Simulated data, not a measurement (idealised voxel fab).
The following is a process module called voxel trench capacitor.
Cross-section cut: width 300 nm, square cells of 5 nm.
Think of the cross-section as a grid of square cells. We describe it in bands, top to bottom, and each band covers one or more rows of those cells. For a band, the entry starts with two heights in nm, that of the top and then that of the bottom, and carries on with the band's materials in order from left to right, each alongside its width in nm; the word "full width" beside a single material means it fills the band edge to edge, and "air" means empty space. Counting heights begins at 0, where everything beneath is, in the wafer as received, one material. The lowest band has no bottom; it goes on downwards, as "0 nm and below" shows. So if you see something like "30..40" for the width, read it as the top row of the band sitting at the first number and the bottom row at the second, with every row in between moving by the same amount as the last. No cell of the cross-section changed in a step that is given as "nothing different". "Trapped cavities" specifies each empty space that is not open to the top and that occupies no fewer than 8 cells, using the form width x height at distance, the distance measured from the left edge and all three quantities in nm. That trailing text on a step's line, after the settings, is the simulator's own remark on the step. overlay nm: step with mask; distance mask lay right of planned place; negative value = left of planned place.
### Here's what the planned process steps look like
step 1: RECEIVE | material Si
step 2: CONFORMAL_DEP | material SiN | thk nm 5
step 3: DIRECTIONAL_DEP | material aC | thk nm 10
step 4: PATTERN | tone open | mask id TRENCH | material resist | width nm 20 | pitch nm 35 | thk nm 30 | overlay nm 0
step 5: DIRECTIONAL_ETCH | etch materials aC | depth nm 10
step 6: STRIP | etch materials resist
step 7: DIRECTIONAL_ETCH | etch materials SiN | depth nm 5
step 8: DIRECTIONAL_ETCH | etch materials Si | depth nm 35
step 9: STRIP | etch materials aC
step 10: CONFORMAL_DEP | material SiO2 | thk nm 5
step 11: FILL_DEP | material polySi | thk nm 10
step 12: CMP | height nm 5
### First wafer out of two, processed as planned
### Received-state cross-section, reflecting completion of step 1
  0 nm and below: Si full width
  Trapped cavities: none
### Cross-section of the wafer after step 2
  5 nm to 0 nm: SiN full width
  Everything under 0 stays put, no change at all.
### Cross-section of the wafer after step 3
  15 nm to 5 nm: aC full width
  Everything under 5 stays put, no change at all.
### Cross-section of the wafer after step 4
  45 nm to 15 nm: resist (105) / air (20) / resist (15) / air (20) / resist (15) / air (20) / resist (105)
  Everything under 15 stays put, no change at all.
### Cross-section of the wafer after step 5
  35 nm to 15 nm: resist (105) / air (20) / resist (15) / air (20) / resist (15) / air (20) / resist (105)
  15 nm to 5 nm: aC (105) / air (20) / aC (15) / air (20) / aC (15) / air (20) / aC (105)
  Everything under 5 stays put, no change at all.
### Cross-section of the wafer after step 6
  15 nm to 5 nm: aC (105) / air (20) / aC (15) / air (20) / aC (15) / air (20) / aC (105)
  Everything under 5 stays put, no change at all.
### Cross-section of the wafer after step 7
  15 nm to 5 nm: aC (105) / air (20) / aC (15) / air (20) / aC (15) / air (20) / aC (105)
  5 nm to 0 nm: SiN (105) / air (20) / SiN (15) / air (20) / SiN (15) / air (20) / SiN (105)
  Everything under 0 stays put, no change at all.
### Cross-section of the wafer after step 8
  15 nm to 5 nm: aC (105) / air (20) / aC (15) / air (20) / aC (15) / air (20) / aC (105)
  5 nm to 0 nm: SiN (105) / air (20) / SiN (15) / air (20) / SiN (15) / air (20) / SiN (105)
  0 nm to -35 nm: Si (105) / air (20) / Si (15) / air (20) / Si (15) / air (20) / Si (105)
  Everything under -35 stays put, no change at all.
### Cross-section of the wafer after step 9
  5 nm to 0 nm: SiN (105) / air (20) / SiN (15) / air (20) / SiN (15) / air (20) / SiN (105)
  Everything under 0 stays put, no change at all.
### Cross-section of the wafer after step 10
  10 nm to 5 nm: SiO2 (110) / air (10) / SiO2 (25) / air (10) / SiO2 (25) / air (10) / SiO2 (110)
  5 nm to 0 nm: SiN (105) / SiO2 (5) / air (10) / SiO2 (5) / SiN (15) / SiO2 (5) / air (10) / SiO2 (5) / SiN (15) / SiO2 (5) / air (10) / SiO2 (5) / SiN (105)
  0 nm to -30 nm: Si (105) / SiO2 (5) / air (10) / SiO2 (5) / Si (15) / SiO2 (5) / air (10) / SiO2 (5) / Si (15) / SiO2 (5) / air (10) / SiO2 (5) / Si (105)
  -30 nm to -35 nm: Si (105) / SiO2 (20) / Si (15) / SiO2 (20) / Si (15) / SiO2 (20) / Si (105)
  Everything under -35 stays put, no change at all.
### Cross-section of the wafer after step 11
  20 nm to 10 nm: polySi full width
  10 nm to 5 nm: SiO2 (110) / polySi (10) / SiO2 (25) / polySi (10) / SiO2 (25) / polySi (10) / SiO2 (110)
  5 nm to 0 nm: SiN (105) / SiO2 (5) / polySi (10) / SiO2 (5) / SiN (15) / SiO2 (5) / polySi (10) / SiO2 (5) / SiN (15) / SiO2 (5) / polySi (10) / SiO2 (5) / SiN (105)
  0 nm to -30 nm: Si (105) / SiO2 (5) / polySi (10) / SiO2 (5) / Si (15) / SiO2 (5) / polySi (10) / SiO2 (5) / Si (15) / SiO2 (5) / polySi (10) / SiO2 (5) / Si (105)
  Everything under -30 stays put, no change at all.
### Cross-section of the wafer after step 12
  5 nm to 0 nm: SiN (105) / SiO2 (5) / polySi (10) / SiO2 (5) / SiN (15) / SiO2 (5) / polySi (10) / SiO2 (5) / SiN (15) / SiO2 (5) / polySi (10) / SiO2 (5) / SiN (105)
  Everything under 0 stays put, no change at all.
### Second of two: same start, same plan, one run error; steps up to and including 10 match the first
### Cross-section of the second wafer at the time step 11 of the plan should have ended
  20 nm to 10 nm: aC full width
  10 nm to 5 nm: SiO2 (110) / aC (10) / SiO2 (25) / aC (10) / SiO2 (25) / aC (10) / SiO2 (110)
  5 nm to 0 nm: SiN (105) / SiO2 (5) / aC (10) / SiO2 (5) / SiN (15) / SiO2 (5) / aC (10) / SiO2 (5) / SiN (15) / SiO2 (5) / aC (10) / SiO2 (5) / SiN (105)
  0 nm to -30 nm: Si (105) / SiO2 (5) / aC (10) / SiO2 (5) / Si (15) / SiO2 (5) / aC (10) / SiO2 (5) / Si (15) / SiO2 (5) / aC (10) / SiO2 (5) / Si (105)
  Everything under -30 stays put, no change at all.
### Cross-section of the second wafer at the time step 12 of the plan should have ended
  5 nm to 0 nm: SiN (105) / SiO2 (5) / aC (10) / SiO2 (5) / SiN (15) / SiO2 (5) / aC (10) / SiO2 (5) / SiN (15) / SiO2 (5) / aC (10) / SiO2 (5) / SiN (105)
  Everything under 0 stays put, no change at all.
Run error: for step 11, the planned setting was not used; the step was instead run as FILL_DEP | material aC | thk nm 10
Final cells, second wafer relative to first, materials higher or lower: aC +42, polySi -42
